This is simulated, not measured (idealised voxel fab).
Herein follows the process module entitled voxel self aligned vias.
The cross-section on display is named cut; it measures 245 nm wide, and its cells are 5 nm squares.
Square cells in a grid make up a cross-section in this document, and the grid is given as bands, listed from the top down, each one or more rows of cells.
This entry defines a band. It first specifies the height of the band's top and the height of its bottom in nm, and then specifies the band's materials from left to right, stating each material with its width in nm. The word "all across" identifies a single material that fills the band from edge to edge, while the word "blank" identifies empty space.
We count height from 0. Below that, the starting wafer is all one material. The lowest band never ends at the bottom but goes on down; see "from 0 down" for how that is written.
Width spec "30..40" -> top row of cells at first value, bottom row at second value, equal per-row change in between.
No cell of the cross-section changed in a step that is given as "identical to before".
The entry "Enclosed internal voids" lists the empty spaces that cover at least 8 cells and have no open path to the top. Each is written as width x height at distance, where the distance is measured from the left edge and all three values are in nm.
On a step's line, text after the settings is the simulator commenting on that step.
overlay nm: for a step with a mask, the amount by which the mask lay right of where it was planned; a negative amount means left of it.

SET OUT BELOW ARE THE PLANNED STEPS OF THE PROCESS
1) RECEIVE [material Si]
2) CONFORMAL_DEP [material SiO2] [thk nm 15]
3) CONFORMAL_DEP [material SiCN] [thk nm 5]
4) DIRECTIONAL_DEP [material SiO2] [thk nm 25]
5) MASKED_ETCH [tone open] [mask id LINES] [width nm 25] [pitch nm 65] [etch materials SiO2] [depth nm 25] [overlay nm -15]
6) CONFORMAL_DEP [material TiN] [thk nm 5]
7) FILL_DEP [material Ru] [thk nm 5]
8) CMP [height nm 45]
9) SELECTIVE_ETCH [etch materials W Ru TiN] [depth nm 5]
10) FILL_DEP [material SiN] [thk nm 5]
11) CMP [height nm 45]
12) DIRECTIONAL_DEP [material SiO2] [thk nm 15]
13) DIRECTIONAL_DEP [material aC] [thk nm 10]
14) PATTERN [tone open] [mask id VIAS] [material resist] [width nm 45] [pitch nm 130] [thk nm 25] [overlay nm 0]
15) DIRECTIONAL_ETCH [etch materials aC] [depth nm 10]
16) STRIP [etch materials resist]
17) DIRECTIONAL_ETCH [etch materials SiO2] [depth nm 15]
18) DIRECTIONAL_ETCH [etch materials SiN] [depth nm 5]
19) STRIP [etch materials aC]
20) CONFORMAL_DEP [material TiN] [thk nm 5]
21) FILL_DEP [material Ru] [thk nm 10]
22) CMP [height nm 60]
23) CONFORMAL_DEP [material SiN] [thk nm 5]
The overlay nm used in step 5 is not the same on every wafer, whereas the starting condition is; the value printed in the plan is the first wafer's.

SECTIONAL VIEW: FIRST OF SEVERAL WAFERS, AS RECEIVED, AFTER STEP 1
    from 0 down  Si all across
    Enclosed internal voids: none

TABULATED BELOW, WAFER BY WAFER, ARE THE END-OF-MODULE RESULTS: FOR EACH MATERIAL, THE NUMBER OF CELLS GAINED (+) OR LOST (-) RELATIVE TO THE AS-RECEIVED STATE, FOLLOWED BY THE CLOSED VOIDS
overlay nm -15, +59 Ru, +49 SiCN, +56 SiN, +410 SiO2, +63 TiN, Enclosed internal voids: none
overlay nm -10, +61 Ru, +49 SiCN, +54 SiN, +410 SiO2, +63 TiN, Enclosed internal voids: none
overlay nm -5, +61 Ru, +49 SiCN, +54 SiN, +410 SiO2, +63 TiN, Enclosed internal voids: none
overlay nm 0, +61 Ru, +49 SiCN, +54 SiN, +410 SiO2, +63 TiN, Enclosed internal voids: none
overlay nm 5, +61 Ru, +49 SiCN, +54 SiN, +410 SiO2, +63 TiN, Enclosed internal voids: none
overlay nm 10, +61 Ru, +49 SiCN, +54 SiN, +410 SiO2, +63 TiN, Enclosed internal voids: none
overlay nm 15, +59 Ru, +49 SiCN, +56 SiN, +410 SiO2, +63 TiN, Enclosed internal voids: none
